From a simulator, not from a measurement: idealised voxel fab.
process module | voxel capacitor over wiring
cross-section cut | 185 nm wide | cells 5 nm
A cross-section is a grid of square cells, given in bands from the top down. A band is one or more rows of cells.
Each band's line starts with the height of the band's top and of its bottom, in nm. Then come its materials from left to right, each with its width in nm. One material with "throughout" fills the band from edge to edge. "air" is empty space.
Height 0 is the level under which the wafer as received is all one material. The lowest band goes on downwards, as in "0 down".
A width such as "30 to 40" changes by the same amount from each row of cells to the next, from the band's top row to its bottom row.
"no change" after a step means that no cell of the cross-section changed.
closed voids: empty space of 8 cells or more with no open way to the top, each as width x height at its distance from the left edge, in nm
after a step's settings: what the simulator itself notes on the step
overlay nm, on a step with a mask: how far to the right of its planned place the mask lay; to the left if negative
plan
1 op RECEIVE | material Si
2 op CONFORMAL_DEP | material SiO2 | thk nm 15
3 op CONFORMAL_DEP | material SiCN | thk nm 5
4 op DIRECTIONAL_DEP | material lowk | thk nm 20
5 op DIRECTIONAL_DEP | material aC | thk nm 15
6 op PATTERN | tone open | mask id METAL_1 | material resist | width nm 20 | pitch nm 75 | thk nm 35 | overlay nm 0
7 op DIRECTIONAL_ETCH | etch materials aC | depth nm 15
8 op STRIP | etch materials resist
9 op DIRECTIONAL_ETCH | etch materials lowk | depth nm 20
10 op DIRECTIONAL_ETCH | etch materials SiCN | depth nm 5
11 op STRIP | etch materials aC
12 op CONFORMAL_DEP | material TiN | thk nm 5
13 op FILL_DEP | material W | thk nm 5
14 op CMP | height nm 40
15 op CONFORMAL_DEP | material SiCN | thk nm 5
16 op DIRECTIONAL_DEP | material SiO2 | thk nm 15
17 op PATTERN | tone open | mask id PLUG_1 | material resist | width nm 15 | thk nm 20 | overlay nm 0
18 op DIRECTIONAL_ETCH | etch materials SiO2 | depth nm 15
19 op DIRECTIONAL_ETCH | etch materials SiCN | depth nm 5
20 op STRIP | etch materials resist
21 op EPI | material Ru | thk nm 10
22 op EPI | material Ru | thk nm 10
23 op DIRECTIONAL_DEP | material TiN | thk nm 5
24 op DIRECTIONAL_DEP | material Al2O3 | thk nm 5
25 op DIRECTIONAL_DEP | material TiN | thk nm 5
26 op DIRECTIONAL_DEP | material aC | thk nm 15
27 op PATTERN | tone cover | mask id UPPER_PLATE | material resist | width nm 60 | thk nm 30 | overlay nm 0
28 op DIRECTIONAL_ETCH | etch materials aC | depth nm 15
29 op STRIP | etch materials resist
30 op DIRECTIONAL_ETCH | etch materials TiN | depth nm 5
31 op DIRECTIONAL_ETCH | etch materials Al2O3 | depth nm 5
32 op STRIP | etch materials aC
33 op PATTERN | tone cover | mask id LOWER_PLATE | material resist | width nm 70 | thk nm 20 | overlay nm 0
34 op DIRECTIONAL_ETCH | etch materials TiN | depth nm 5
35 op STRIP | etch materials resist
36 op FILL_DEP | material SiO2 | thk nm 15
37 op CMP | height nm 85
38 op MASKED_ETCH | tone open | mask id PLUG_2 | width nm 15 | etch materials SiO2 | depth nm 10 | overlay nm -15
39 op CONFORMAL_DEP | material TiN | thk nm 5
40 op FILL_DEP | material Ru | thk nm 5
41 op CMP | height nm 85
42 op CONFORMAL_DEP | material SiN | thk nm 5
varied across the wafers: overlay nm of step 38. The plan shows the first wafer's value. All wafers start alike
first wafer as received, after step 1
  0 down: Si throughout
  closed voids: none
first wafer at the end, after step 42
  90 to 85: SiN throughout
  85 to 80: SiO2 45 | TiN 5 | Ru 5 | TiN 5 | SiO2 125
  80 to 70: SiO2 45 to 50 | TiN 15 to 60 | SiO2 125 to 75
  70 to 65: SiO2 50 | Al2O3 60 | SiO2 75
  65 to 60: SiO2 45 | TiN 70 | SiO2 70
  60 to 45: SiO2 50 | Ru 15 | SiO2 120
  45 to 40: SiCN 50 | Ru 15 | SiCN 120
  40 to 20: lowk 45 | TiN 5 | W 10 | TiN 5 | lowk 55 | TiN 5 | W 10 | TiN 5 | lowk 45
  20 to 15: SiCN 45 | TiN 20 | SiCN 55 | TiN 20 | SiCN 45
  15 to 0: SiO2 throughout
  0 down: Si throughout
  closed voids: none
last wafer at the end
  90 to 85: SiN throughout
  85 to 80: SiO2 75 | TiN 5 | Ru 5 | TiN 5 | SiO2 95
  80 to 70: SiO2 75 to 50 | TiN 15 to 60 | SiO2 95 to 75
  70 to 65: SiO2 50 | Al2O3 60 | SiO2 75
  65 to 60: SiO2 45 | TiN 70 | SiO2 70
  60 to 45: SiO2 50 | Ru 15 | SiO2 120
  45 to 40: SiCN 50 | Ru 15 | SiCN 120
  40 to 20: lowk 45 | TiN 5 | W 10 | TiN 5 | lowk 55 | TiN 5 | W 10 | TiN 5 | lowk 45
  20 to 15: SiCN 45 | TiN 20 | SiCN 55 | TiN 20 | SiCN 45
  15 to 0: SiO2 throughout
  0 down: Si throughout
  closed voids: none
each wafer at the end: cells of each material gained (+) or lost (-) since it was received, then its closed voids
overlay nm -15 | +12 Al2O3 | +13 Ru | +63 SiCN | +37 SiN | +354 SiO2 | +55 TiN | +16 W | +116 lowk | closed voids: none
overlay nm -10 | +12 Al2O3 | +13 Ru | +63 SiCN | +37 SiN | +354 SiO2 | +55 TiN | +16 W | +116 lowk | closed voids: none
overlay nm -5 | +12 Al2O3 | +13 Ru | +63 SiCN | +37 SiN | +354 SiO2 | +55 TiN | +16 W | +116 lowk | closed voids: none
overlay nm 0 | +12 Al2O3 | +13 Ru | +63 SiCN | +37 SiN | +354 SiO2 | +55 TiN | +16 W | +116 lowk | closed voids: none
overlay nm 5 | +12 Al2O3 | +13 Ru | +63 SiCN | +37 SiN | +354 SiO2 | +55 TiN | +16 W | +116 lowk | closed voids: none
overlay nm 10 | +12 Al2O3 | +13 Ru | +63 SiCN | +37 SiN | +354 SiO2 | +55 TiN | +16 W | +116 lowk | closed voids: none
overlay nm 15 | +12 Al2O3 | +13 Ru | +63 SiCN | +37 SiN | +354 SiO2 | +55 TiN | +16 W | +116 lowk | closed voids: none
